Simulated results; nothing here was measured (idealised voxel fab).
A process module follows: voxel self aligned vias.
Shown is cross-section cut, with a width of 220 nm and square cells of size 5 nm.
This document writes a cross-section as a grid whose cells are square, and gives it as bands, listed from the top down; one or more rows of cells form a band. This entry defines a band. It first specifies the height of the band's top and the height of its bottom in nm, and then specifies the band's materials from left to right, stating each material with its width in nm. The word "everywhere" identifies a single material that fills the band from edge to edge, while the word "blank" identifies empty space. Heights from 0 (as-received wafer is one material below). Bottom band endless downward, as "0 -> down". When a width is written as two numbers, as in "30..40", the first number is the width in the top row of cells of the band and the second is the width in its bottom row, and the width changes by the same amount from each row to the next. "remained unchanged" for a step: no cell of the cross-section changed in that step. The entry "Sealed void listing" lists the empty spaces that cover at least 8 cells and have no open path to the top. Each is written as width x height at distance, where the distance is measured from the left edge and all three values are in nm. Read whatever lies past the settings on a step's line as the simulator's own remark about the step. overlay nm: where the mask lay relative to plan, measured to the right, on steps with a mask; negatives go left.

### Set out below are the planned steps of the process
step 1: RECEIVE,material Si
step 2: CONFORMAL_DEP,material SiO2,thk nm 10
step 3: CONFORMAL_DEP,material SiCN,thk nm 5
step 4: DIRECTIONAL_DEP,material SiO2,thk nm 20
step 5: MASKED_ETCH,tone open,mask id LINES,width nm 20,pitch nm 60,etch materials SiO2,depth nm 20,overlay nm 0
step 6: CONFORMAL_DEP,material TiN,thk nm 5
step 7: FILL_DEP,material W,thk nm 5
step 8: CMP,height nm 35
step 9: SELECTIVE_ETCH,etch materials W Ru TiN,depth nm 10
step 10: FILL_DEP,material SiN,thk nm 5
step 11: CMP,height nm 35
step 12: DIRECTIONAL_DEP,material SiO2,thk nm 15
step 13: DIRECTIONAL_DEP,material aC,thk nm 15
step 14: PATTERN,tone open,mask id VIAS,material resist,width nm 40,pitch nm 120,thk nm 30,overlay nm 0
step 15: DIRECTIONAL_ETCH,etch materials aC,depth nm 15
step 16: STRIP,etch materials resist
step 17: DIRECTIONAL_ETCH,etch materials SiO2,depth nm 15
step 18: DIRECTIONAL_ETCH,etch materials SiN,depth nm 10
step 19: STRIP,etch materials aC
step 20: CONFORMAL_DEP,material TiN,thk nm 5
step 21: FILL_DEP,material W,thk nm 5
step 22: CMP,height nm 50
step 23: CONFORMAL_DEP,material SiCN,thk nm 5

### So, the first of our two wafers, run just as we planned it

### Cross-section, incoming material, after step 1
  0 -> down | Si everywhere
  Sealed void listing: none

### Step 2 complete: cross-section through the wafer
  10 -> 0 | SiO2 everywhere
  All layers under 0 are left as they were.

### Step 3 complete: cross-section through the wafer
  15 -> 10 | SiCN everywhere
  All layers under 10 are left as they were.

### Step 4 complete: cross-section through the wafer
  35 -> 15 | SiO2 everywhere
  All layers under 15 are left as they were.

### Step 5 complete: cross-section through the wafer
  35 -> 15 | SiO2 40  blank 20  SiO2 40  blank 20  SiO2 40  blank 20  SiO2 40
  All layers under 15 are left as they were.

### Step 6 complete: cross-section through the wafer
  40 -> 35 | TiN 45  blank 10  TiN 50  blank 10  TiN 50  blank 10  TiN 45
  35 -> 20 | SiO2 40  TiN 5  blank 10  TiN 5  SiO2 40  TiN 5  blank 10  TiN 5  SiO2 40  TiN 5  blank 10  TiN 5  SiO2 40
  20 -> 15 | SiO2 40  TiN 20  SiO2 40  TiN 20  SiO2 40  TiN 20  SiO2 40
  All layers under 15 are left as they were.

### Step 7 complete: cross-section through the wafer
  45 -> 40 | W everywhere
  40 -> 35 | TiN 45  W 10  TiN 50  W 10  TiN 50  W 10  TiN 45
  35 -> 20 | SiO2 40  TiN 5  W 10  TiN 5  SiO2 40  TiN 5  W 10  TiN 5  SiO2 40  TiN 5  W 10  TiN 5  SiO2 40
  All layers under 20 are left as they were.

### Step 8 complete: cross-section through the wafer
  35 -> 20 | SiO2 40  TiN 5  W 10  TiN 5  SiO2 40  TiN 5  W 10  TiN 5  SiO2 40  TiN 5  W 10  TiN 5  SiO2 40
  All layers under 20 are left as they were.

### Step 9 complete: cross-section through the wafer
  35 -> 25 | SiO2 40  blank 20  SiO2 40  blank 20  SiO2 40  blank 20  SiO2 40
  All layers under 25 are left as they were.

### Step 10 complete: cross-section through the wafer
  40 -> 35 | SiN everywhere
  35 -> 25 | SiO2 40  SiN 20  SiO2 40  SiN 20  SiO2 40  SiN 20  SiO2 40
  All layers under 25 are left as they were.

### Step 11 complete: cross-section through the wafer
  35 -> 25 | SiO2 40  SiN 20  SiO2 40  SiN 20  SiO2 40  SiN 20  SiO2 40
  All layers under 25 are left as they were.

### Step 12 complete: cross-section through the wafer
  50 -> 35 | SiO2 everywhere
  All layers under 35 are left as they were.

### Step 13 complete: cross-section through the wafer
  65 -> 50 | aC everywhere
  All layers under 50 are left as they were.

### Step 14 complete: cross-section through the wafer
  95 -> 65 | resist 30  blank 40  resist 80  blank 40  resist 30
  All layers under 65 are left as they were.

### Step 15 complete: cross-section through the wafer
  80 -> 65 | resist 30  blank 40  resist 80  blank 40  resist 30
  65 -> 50 | aC 30  blank 40  aC 80  blank 40  aC 30
  All layers under 50 are left as they were.

### Step 16 complete: cross-section through the wafer
  65 -> 50 | aC 30  blank 40  aC 80  blank 40  aC 30
  All layers under 50 are left as they were.

### Step 17 complete: cross-section through the wafer
  65 -> 50 | aC 30  blank 40  aC 80  blank 40  aC 30
  50 -> 35 | SiO2 30  blank 40  SiO2 80  blank 40  SiO2 30
  All layers under 35 are left as they were.

### Step 18 complete: cross-section through the wafer
  65 -> 50 | aC 30  blank 40  aC 80  blank 40  aC 30
  50 -> 35 | SiO2 30  blank 40  SiO2 80  blank 40  SiO2 30
  35 -> 25 | SiO2 40  blank 20  SiO2 40  SiN 20  SiO2 40  blank 20  SiO2 40
  All layers under 25 are left as they were.

### Step 19 complete: cross-section through the wafer
  50 -> 35 | SiO2 30  blank 40  SiO2 80  blank 40  SiO2 30
  All layers under 35 are left as they were.

### Step 20 complete: cross-section through the wafer
  55 -> 50 | TiN 35  blank 30  TiN 90  blank 30  TiN 35
  50 -> 40 | SiO2 30  TiN 5  blank 30  TiN 5  SiO2 80  TiN 5  blank 30  TiN 5  SiO2 30
  40 -> 35 | SiO2 30  TiN 15  blank 10  TiN 15  SiO2 80  TiN 15  blank 10  TiN 15  SiO2 30
  35 -> 30 | SiO2 40  TiN 5  blank 10  TiN 5  SiO2 40  SiN 20  SiO2 40  TiN 5  blank 10  TiN 5  SiO2 40
  30 -> 25 | SiO2 40  TiN 20  SiO2 40  SiN 20  SiO2 40  TiN 20  SiO2 40
  All layers under 25 are left as they were.

### Step 21 complete: cross-section through the wafer
  60 -> 55 | W everywhere
  55 -> 50 | TiN 35  W 30  TiN 90  W 30  TiN 35
  50 -> 40 | SiO2 30  TiN 5  W 30  TiN 5  SiO2 80  TiN 5  W 30  TiN 5  SiO2 30
  40 -> 35 | SiO2 30  TiN 15  W 10  TiN 15  SiO2 80  TiN 15  W 10  TiN 15  SiO2 30
  35 -> 30 | SiO2 40  TiN 5  W 10  TiN 5  SiO2 40  SiN 20  SiO2 40  TiN 5  W 10  TiN 5  SiO2 40
  All layers under 30 are left as they were.

### Step 22 complete: cross-section through the wafer
  50 -> 40 | SiO2 30  TiN 5  W 30  TiN 5  SiO2 80  TiN 5  W 30  TiN 5  SiO2 30
  All layers under 40 are left as they were.

### Step 23 complete: cross-section through the wafer
  55 -> 50 | SiCN everywhere
  All layers under 50 are left as they were.

### The second wafer was prepared from the same starting point and under the same plan as the first; its processing contained one mistake, and it remains indistinguishable from the first wafer up to and including step 13

### Second wafer: cross-section at the scheduled end of step 14
  95 -> 65 | resist 25  blank 40  resist 80  blank 40  resist 35
  All layers under 65 are left as they were.

### Second wafer: cross-section at the scheduled end of step 15
  80 -> 65 | resist 25  blank 40  resist 80  blank 40  resist 35
  65 -> 50 | aC 25  blank 40  aC 80  blank 40  aC 35
  All layers under 50 are left as they were.

### Second wafer: cross-section at the scheduled end of step 16
  65 -> 50 | aC 25  blank 40  aC 80  blank 40  aC 35
  All layers under 50 are left as they were.

### Second wafer: cross-section at the scheduled end of step 17
  65 -> 50 | aC 25  blank 40  aC 80  blank 40  aC 35
  50 -> 35 | SiO2 25  blank 40  SiO2 80  blank 40  SiO2 35
  All layers under 35 are left as they were.

### Second wafer: cross-section at the scheduled end of step 18
  65 -> 50 | aC 25  blank 40  aC 80  blank 40  aC 35
  50 -> 35 | SiO2 25  blank 40  SiO2 80  blank 40  SiO2 35
  35 -> 25 | SiO2 40  blank 20  SiO2 40  SiN 20  SiO2 40  blank 20  SiO2 40
  All layers under 25 are left as they were.

### Second wafer: cross-section at the scheduled end of step 19
  50 -> 35 | SiO2 25  blank 40  SiO2 80  blank 40  SiO2 35
  All layers under 35 are left as they were.

### Second wafer: cross-section at the scheduled end of step 20
  55 -> 50 | TiN 30  blank 30  TiN 90  blank 30  TiN 40
  50 -> 40 | SiO2 25  TiN 5  blank 30  TiN 5  SiO2 80  TiN 5  blank 30  TiN 5  SiO2 35
  40 -> 35 | SiO2 25  TiN 20  blank 10  TiN 10  SiO2 80  TiN 20  blank 10  TiN 10  SiO2 35
  35 -> 30 | SiO2 40  TiN 5  blank 10  TiN 5  SiO2 40  SiN 20  SiO2 40  TiN 5  blank 10  TiN 5  SiO2 40
  30 -> 25 | SiO2 40  TiN 20  SiO2 40  SiN 20  SiO2 40  TiN 20  SiO2 40
  All layers under 25 are left as they were.

### Second wafer: cross-section at the scheduled end of step 21
  60 -> 55 | W everywhere
  55 -> 50 | TiN 30  W 30  TiN 90  W 30  TiN 40
  50 -> 40 | SiO2 25  TiN 5  W 30  TiN 5  SiO2 80  TiN 5  W 30  TiN 5  SiO2 35
  40 -> 35 | SiO2 25  TiN 20  W 10  TiN 10  SiO2 80  TiN 20  W 10  TiN 10  SiO2 35
  35 -> 30 | SiO2 40  TiN 5  W 10  TiN 5  SiO2 40  SiN 20  SiO2 40  TiN 5  W 10  TiN 5  SiO2 40
  All layers under 30 are left as they were.

### Second wafer: cross-section at the scheduled end of step 22
  50 -> 40 | SiO2 25  TiN 5  W 30  TiN 5  SiO2 80  TiN 5  W 30  TiN 5  SiO2 35
  All layers under 40 are left as they were.

### Second wafer: cross-section at the scheduled end of step 23
  55 -> 50 | SiCN everywhere
  All layers under 50 are left as they were.
Here's what went sideways: so step 14 ended up running with a different setting than we planned, it ran as PATTERN,tone open,mask id VIAS,material resist,width nm 40,pitch nm 120,thk nm 30,overlay nm -5
When the process is done, the second wafer contains the same cell count of every material as the first wafer, but distributed over other locations.
